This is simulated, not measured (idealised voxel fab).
Title: Process Module voxel self aligned vias
Xsec cut, 235 nm wide, square cell size 5 nm.
Heads up, the way a cross-section reads in here is a grid of square cells, handed over as bands from the top down, with every band being one or more rows of cells.
Band entry format. Leading values: height of top, height of bottom, nm. Remainder: materials in left-to-right order, each with its width in nm. Special words: "full width" on a single material, which then fills the band edge to edge; "blank", empty space.
Counting heights begins at 0, where everything beneath is, in the wafer as received, one material. The lowest band has no bottom; it goes on downwards, as "z 0 and below" shows.
Note: "30..40" means the width goes from the first number (top row of the band) to the second number (bottom row) in equal steps per row of cells.
Given "no modifications" for a step, no cell of the cross-section differs between before and after that step.
"Fully closed voids" specifies each empty space that is not open to the top and that occupies no fewer than 8 cells, using the form width x height at distance, the distance measured from the left edge and all three quantities in nm.
It should be noted that, on the line of a given step, the content following the step's settings is a remark produced by the simulator itself with respect to that step.
The setting "overlay nm" may be written on the line of a step. When the step uses a mask, the value reports how far to the right of the planned place the mask lay, and a negative value reports that it lay to the left.

[Below is the list of planned process steps]
1 RECEIVE, material Si
2 CONFORMAL_DEP, material SiO2, thk nm 10
3 CONFORMAL_DEP, material SiCN, thk nm 5
4 DIRECTIONAL_DEP, material lowk, thk nm 30
5 DIRECTIONAL_DEP, material aC, thk nm 10
6 PATTERN, tone open, mask id LINES, material resist, width nm 20, pitch nm 55, thk nm 30, overlay nm 0
7 DIRECTIONAL_ETCH, etch materials aC, depth nm 10
8 STRIP, etch materials resist
9 DIRECTIONAL_ETCH, etch materials lowk, depth nm 30
10 STRIP, etch materials aC
11 CONFORMAL_DEP, material TiN, thk nm 5
12 FILL_DEP, material Ru, thk nm 10
13 CMP, height nm 45
14 SELECTIVE_ETCH, etch materials W Ru TiN, depth nm 10
15 FILL_DEP, material SiN, thk nm 10
16 CMP, height nm 45
17 DIRECTIONAL_DEP, material lowk, thk nm 15
18 PATTERN, tone open, mask id VIAS, material resist, width nm 30, pitch nm 110, thk nm 15, overlay nm -15
19 DIRECTIONAL_ETCH, etch materials lowk, depth nm 15
20 DIRECTIONAL_ETCH, etch materials SiN, depth nm 10
21 STRIP, etch materials resist
22 CONFORMAL_DEP, material TiN, thk nm 5
23 FILL_DEP, material Cu, thk nm 5
24 CMP, height nm 60
25 CONFORMAL_DEP, material SiN, thk nm 5
The plan's step 18 overlay nm is the first wafer's value; the wafers differ in this setting and start identical.

[So this is the first of several wafers, cross-sectioned as it came to us, meaning it's at the end of step 1]
z 0 and below | Si full width
Fully closed voids: none

[First of several wafers in cross-section at module end, following the final step, step 25]
z 65 to 60 | SiN full width
z 60 to 50 | lowk 30 / TiN 5 / Cu 20 / TiN 5 / lowk 80 / TiN 5 / Cu 20 / TiN 5 / lowk 65
z 50 to 45 | lowk 30 / TiN 30 / lowk 80 / TiN 30 / lowk 65
z 45 to 35 | lowk 50 / TiN 10 / SiN 10 / lowk 35 / SiN 20 / lowk 35 / TiN 10 / SiN 10 / lowk 55
z 35 to 20 | lowk 50 / TiN 5 / Ru 10 / TiN 5 / lowk 35 / TiN 5 / Ru 10 / TiN 5 / lowk 35 / TiN 5 / Ru 10 / TiN 5 / lowk 55
z 20 to 15 | lowk 50 / TiN 20 / lowk 35 / TiN 20 / lowk 35 / TiN 20 / lowk 55
z 15 to 10 | SiCN full width
z 10 to 0 | SiO2 full width
z 0 and below | Si full width
Fully closed voids: none

[Cross-sectional view, end of module, last wafer of several]
z 65 to 60 | SiN full width
z 60 to 50 | lowk 60 / TiN 5 / Cu 20 / TiN 5 / lowk 80 / TiN 5 / Cu 20 / TiN 5 / lowk 35
z 50 to 45 | lowk 60 / TiN 30 / lowk 80 / TiN 30 / lowk 35
z 45 to 35 | lowk 50 / SiN 10 / TiN 10 / lowk 35 / SiN 20 / lowk 35 / SiN 10 / TiN 10 / lowk 55
z 35 to 20 | lowk 50 / TiN 5 / Ru 10 / TiN 5 / lowk 35 / TiN 5 / Ru 10 / TiN 5 / lowk 35 / TiN 5 / Ru 10 / TiN 5 / lowk 55
z 20 to 15 | lowk 50 / TiN 20 / lowk 35 / TiN 20 / lowk 35 / TiN 20 / lowk 55
z 15 to 10 | SiCN full width
z 10 to 0 | SiO2 full width
z 0 and below | Si full width
Fully closed voids: none

[Here is how to read the rows: every wafer has a row, and it shows the wafer at the end of the module, giving for each material how many cells were gained (+) or lost (-) since the wafer was received, then listing its closed voids]
overlay nm -15 | +16 Cu | +18 Ru | +47 SiCN | +63 SiN | +94 SiO2 | +58 TiN | +315 lowk | Fully closed voids: none
overlay nm -10 | +20 Cu | +18 Ru | +47 SiCN | +59 SiN | +94 SiO2 | +58 TiN | +315 lowk | Fully closed voids: none
overlay nm -5 | +24 Cu | +18 Ru | +47 SiCN | +55 SiN | +94 SiO2 | +58 TiN | +315 lowk | Fully closed voids: none
overlay nm 0 | +24 Cu | +18 Ru | +47 SiCN | +55 SiN | +94 SiO2 | +58 TiN | +315 lowk | Fully closed voids: none
overlay nm 5 | +24 Cu | +18 Ru | +47 SiCN | +55 SiN | +94 SiO2 | +58 TiN | +315 lowk | Fully closed voids: none
overlay nm 10 | +20 Cu | +18 Ru | +47 SiCN | +59 SiN | +94 SiO2 | +58 TiN | +315 lowk | Fully closed voids: none
overlay nm 15 | +16 Cu | +18 Ru | +47 SiCN | +63 SiN | +94 SiO2 | +58 TiN | +315 lowk | Fully closed voids: none
